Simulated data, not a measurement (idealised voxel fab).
process module | voxel wiring stack
cross-section cut | 245 nm wide | cells 5 nm
A cross-section is a grid of square cells, given in bands from the top down. A band is one or more rows of cells.
Each band's line starts with the height of the band's top and of its bottom, in nm. Then come its materials from left to right, each with its width in nm. One material with "throughout" fills the band from edge to edge. "air" is empty space.
Height 0 is the level under which the wafer as received is all one material. The lowest band goes on downwards, as in "0 down".
A width such as "30 to 40" changes by the same amount from each row of cells to the next, from the band's top row to its bottom row.
"no change" after a step means that no cell of the cross-section changed.
closed voids: empty space of 8 cells or more with no open way to the top, each as width x height at its distance from the left edge, in nm
after a step's settings: what the simulator itself notes on the step
overlay nm, on a step with a mask: how far to the right of its planned place the mask lay; to the left if negative
plan
1 op RECEIVE | material Si
2 op CONFORMAL_DEP | material SiO2 | thk nm 10
3 op DIRECTIONAL_DEP | material TiN | thk nm 5
4 op DIRECTIONAL_DEP | material Ru | thk nm 20
5 op PATTERN | tone cover | mask id METAL_1 | material resist | width nm 20 | pitch nm 35 | thk nm 15 | overlay nm 0
6 op DIRECTIONAL_ETCH | etch materials Ru | depth nm 20
7 op DIRECTIONAL_ETCH | etch materials TiN | depth nm 5
8 op STRIP | etch materials resist
9 op CONFORMAL_DEP | material SiN | thk nm 5
10 op FILL_DEP | material SiO2 | thk nm 5
11 op CMP | height nm 35
12 op CONFORMAL_DEP | material SiCN | thk nm 5
13 op DIRECTIONAL_DEP | material SiO2 | thk nm 20
14 op DIRECTIONAL_DEP | material aC | thk nm 15
15 op PATTERN | tone open | mask id PLUG_1 | material resist | width nm 15 | pitch nm 70 | thk nm 30 | overlay nm 0
16 op DIRECTIONAL_ETCH | etch materials aC | depth nm 15
17 op STRIP | etch materials resist
18 op DIRECTIONAL_ETCH | etch materials SiO2 | depth nm 20
19 op DIRECTIONAL_ETCH | etch materials SiCN | depth nm 5
20 op STRIP | etch materials aC
21 op EPI | material Ru | thk nm 10
22 op EPI | material Ru | thk nm 10
23 op EPI | material Ru | thk nm 5
24 op DIRECTIONAL_DEP | material TiN | thk nm 5
25 op DIRECTIONAL_DEP | material Ru | thk nm 20
26 op MASKED_ETCH | tone cover | mask id METAL_2 | width nm 20 | pitch nm 35 | etch materials Ru | depth nm 20 | overlay nm 0
27 op MASKED_ETCH | tone cover | mask id METAL_2 | width nm 20 | pitch nm 35 | etch materials TiN | depth nm 5 | overlay nm 0
28 op FILL_DEP | material SiO2 | thk nm 10
29 op CMP | height nm 85
30 op CONFORMAL_DEP | material SiCN | thk nm 5
31 op DIRECTIONAL_DEP | material SiO2 | thk nm 15
32 op MASKED_ETCH | tone open | mask id PLUG_2 | width nm 15 | pitch nm 35 | etch materials SiO2 | depth nm 15 | overlay nm 0
33 op MASKED_ETCH | tone open | mask id PLUG_2 | width nm 15 | pitch nm 35 | etch materials SiCN | depth nm 5 | overlay nm 0
34 op CONFORMAL_DEP | material TiN | thk nm 5
35 op FILL_DEP | material W | thk nm 5
36 op CMP | height nm 105
37 op DIRECTIONAL_DEP | material TiN | thk nm 5
38 op DIRECTIONAL_DEP | material W | thk nm 25
39 op PATTERN | tone cover | mask id METAL_3 | material resist | width nm 20 | pitch nm 35 | thk nm 20 | overlay nm 0
40 op DIRECTIONAL_ETCH | etch materials W | depth nm 25
41 op DIRECTIONAL_ETCH | etch materials TiN | depth nm 5
42 op STRIP | etch materials resist
43 op FILL_DEP | material SiO2 | thk nm 5
44 op CMP | height nm 135
45 op CONFORMAL_DEP | material SiN | thk nm 5
as received, after step 1
  0 down: Si throughout
  closed voids: none
first wafer at the end, as planned
  140 to 135: SiN throughout
  135 to 110: SiO2 60 | W 20 | SiO2 15 | W 20 | SiO2 15 | W 20 | SiO2 15 | W 20 | SiO2 60
  110 to 105: SiO2 60 | TiN 20 | SiO2 15 | TiN 20 | SiO2 15 | TiN 20 | SiO2 15 | TiN 20 | SiO2 60
  105 to 90: SiO2 60 | TiN 5 | W 5 | TiN 5 | SiO2 20 | TiN 5 | W 5 | TiN 5 | SiO2 20 | TiN 5 | W 5 | TiN 5 | SiO2 20 | TiN 5 | W 5 | TiN 5 | SiO2 65
  90 to 85: SiCN 60 | TiN 15 | SiCN 20 | TiN 15 | SiCN 20 | TiN 15 | SiCN 20 | TiN 15 | SiCN 65
  85 to 65: SiO2 60 | Ru 20 | SiO2 15 | Ru 20 | SiO2 15 | Ru 20 | SiO2 15 | Ru 20 | SiO2 60
  65 to 60: SiO2 60 | TiN 20 | SiO2 15 | TiN 20 | SiO2 15 | TiN 20 | SiO2 15 | TiN 20 | SiO2 60
  60 to 40: SiO2 60 | Ru 15 | SiO2 55 | Ru 15 | SiO2 100
  40 to 35: SiCN 60 | Ru 15 | SiCN 55 | Ru 15 | SiCN 100
  35 to 15: SiO2 55 | SiN 5 | Ru 20 | SiN 5 | SiO2 5 | SiN 5 | Ru 20 | SiN 5 | SiO2 5 | SiN 5 | Ru 20 | SiN 5 | SiO2 5 | SiN 5 | Ru 20 | SiN 5 | SiO2 55
  15 to 10: SiN 60 | TiN 20 | SiN 15 | TiN 20 | SiN 15 | TiN 20 | SiN 15 | TiN 20 | SiN 60
  10 to 0: SiO2 throughout
  0 down: Si throughout
  closed voids: none
second wafer at the end: like start, like plan, one mistake
  140 to 135: SiN throughout
  135 to 110: SiO2 60 | W 20 | SiO2 15 | W 20 | SiO2 15 | W 20 | SiO2 15 | W 20 | SiO2 60
  110 to 105: SiO2 60 | TiN 20 | SiO2 15 | TiN 20 | SiO2 15 | TiN 20 | SiO2 15 | TiN 20 | SiO2 60
  105 to 90: SiO2 60 | TiN 5 | W 5 | TiN 5 | SiO2 20 | TiN 5 | W 5 | TiN 5 | SiO2 20 | TiN 5 | W 5 | TiN 5 | SiO2 20 | TiN 5 | W 5 | TiN 5 | SiO2 65
  90 to 85: SiCN 60 | TiN 15 | SiCN 20 | TiN 15 | SiCN 20 | TiN 15 | SiCN 20 | TiN 15 | SiCN 65
  85 to 65: SiO2 75 | Ru 5 | SiO2 15 | Ru 20 | SiO2 30 | Ru 5 | SiO2 15 | Ru 20 | SiO2 60
  65 to 60: SiO2 75 | TiN 5 | SiO2 15 | TiN 20 | SiO2 30 | TiN 5 | SiO2 15 | TiN 20 | SiO2 60
  60 to 40: SiO2 60 | Ru 15 | SiO2 55 | Ru 15 | SiO2 100
  40 to 35: SiCN 60 | TiN 15 | SiCN 55 | TiN 15 | SiCN 100
  35 to 30: SiO2 throughout
  30 to 25: SiO2 55 | SiN 30 | SiO2 5 | SiN 30 | SiO2 5 | SiN 30 | SiO2 5 | SiN 30 | SiO2 55
  25 to 5: SiO2 55 | SiN 5 | Ru 20 | SiN 5 | SiO2 5 | SiN 5 | Ru 20 | SiN 5 | SiO2 5 | SiN 5 | Ru 20 | SiN 5 | SiO2 5 | SiN 5 | Ru 20 | SiN 5 | SiO2 55
  5 to 0: SiN 60 | TiN 20 | SiN 15 | TiN 20 | SiN 15 | TiN 20 | SiN 15 | TiN 20 | SiN 60
  0 down: Si throughout
  closed voids: none
what went wrong: step 2 was left out
at the end the second wafer has, in cells: 30 fewer of Ru | 24 more of SiN | 6 more of SiO2
